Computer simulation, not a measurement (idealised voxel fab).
The process module that follows is named voxel self aligned vias.
For reference, the cross-section in this document is cut, with width 280 nm and square cells of 5 nm.
For the purposes of this document, a cross-section shall be understood as a grid of square cells, specified as bands listed in top-to-bottom order, each band consisting of one or more rows of cells.
In this notation a band is specified by the heights of its top and bottom, in that order and in nm, after which its materials appear from left to right, each paired with its width in nm. The word "all across" attached to a single material means that material fills the band from edge to edge; the word "air" stands for empty space.
Ref level 0: as-received wafer is one material below here. Bottom band extends down with no lower bound ("from 0 down").
The width entry "30..40" should be interpreted row by row: the top row of cells in the band takes the first number, the bottom row takes the second number, and the change between adjacent rows is uniform throughout.
What does "nothing altered" mean for a step? It means no cell of the cross-section changed in that step.
Any empty space of 8 cells or more lacking an open way to the top shows up in "Internal closed voids" as width x height at distance, distance from the left edge, in nm.
On each step's line, the part that comes after the settings is the simulator's own comment on the step.
What "overlay nm" on a step's line means: if the step has a mask, that mask lay this far to the right of its planned place, or, when the value is negative, to the left.

### plan
1. RECEIVE | material Si
2. CONFORMAL_DEP | material SiO2 | thk nm 10
3. CONFORMAL_DEP | material SiCN | thk nm 5
4. DIRECTIONAL_DEP | material SiO2 | thk nm 30
5. MASKED_ETCH | tone open | mask id LINES | width nm 30 | pitch nm 70 | etch materials SiO2 | depth nm 30 | overlay nm 0
6. CONFORMAL_DEP | material TiN | thk nm 5
7. FILL_DEP | material Ru | thk nm 10
8. CMP | height nm 45
9. SELECTIVE_ETCH | etch materials W Ru TiN | depth nm 5
10. FILL_DEP | material SiN | thk nm 5
11. CMP | height nm 45
12. DIRECTIONAL_DEP | material SiO2 | thk nm 20
13. MASKED_ETCH | tone open | mask id VIAS | width nm 50 | etch materials SiO2 | depth nm 20 | overlay nm 0
14. MASKED_ETCH | tone open | mask id VIAS | width nm 50 | etch materials SiN | depth nm 5 | overlay nm 0
15. CONFORMAL_DEP | material TiN | thk nm 5
16. FILL_DEP | material W | thk nm 10
17. CMP | height nm 65
18. CONFORMAL_DEP | material SiCN | thk nm 5

### Cross-section of the incoming wafer, state after step 1
    from 0 down  Si all across
    Internal closed voids: none

### Looking at the first of two wafers in cross-section at end of module - ran to plan
    from 70 to 65  SiCN all across
    from 65 to 50  SiO2=80 | TiN=5 | W=40 | TiN=5 | SiO2=150
    from 50 to 45  SiO2=80 | TiN=15 | W=20 | TiN=15 | SiO2=150
    from 45 to 40  SiO2=90 | TiN=30 | SiO2=40 | SiN=30 | SiO2=90
    from 40 to 20  SiO2=90 | TiN=5 | Ru=20 | TiN=5 | SiO2=40 | TiN=5 | Ru=20 | TiN=5 | SiO2=90
    from 20 to 15  SiO2=90 | TiN=30 | SiO2=40 | TiN=30 | SiO2=90
    from 15 to 10  SiCN all across
    from 10 to 0  SiO2 all across
    from 0 down  Si all across
    Internal closed voids: none

### End-of-module cross-section of the second wafer: identical starting point and process plan to the first, with one processing mistake
    from 75 to 70  SiCN all across
    from 70 to 65  TiN=85 | W=40 | TiN=155
    from 65 to 50  SiO2=80 | TiN=5 | W=40 | TiN=5 | SiO2=150
    from 50 to 45  SiO2=80 | TiN=15 | W=20 | TiN=15 | SiO2=150
    from 45 to 40  SiO2=90 | TiN=30 | SiO2=40 | SiN=30 | SiO2=90
    from 40 to 20  SiO2=90 | TiN=5 | Ru=20 | TiN=5 | SiO2=40 | TiN=5 | Ru=20 | TiN=5 | SiO2=90
    from 20 to 15  SiO2=90 | TiN=30 | SiO2=40 | TiN=30 | SiO2=90
    from 15 to 10  SiCN all across
    from 10 to 0  SiO2 all across
    from 0 down  Si all across
    Internal closed voids: none
Diagnosis: step 17: run off-plan, actual operation and settings CMP | height nm 70
Count the cells at the end and the second wafer has more or fewer of some materials than the first: 48 more of TiN, 8 more of W
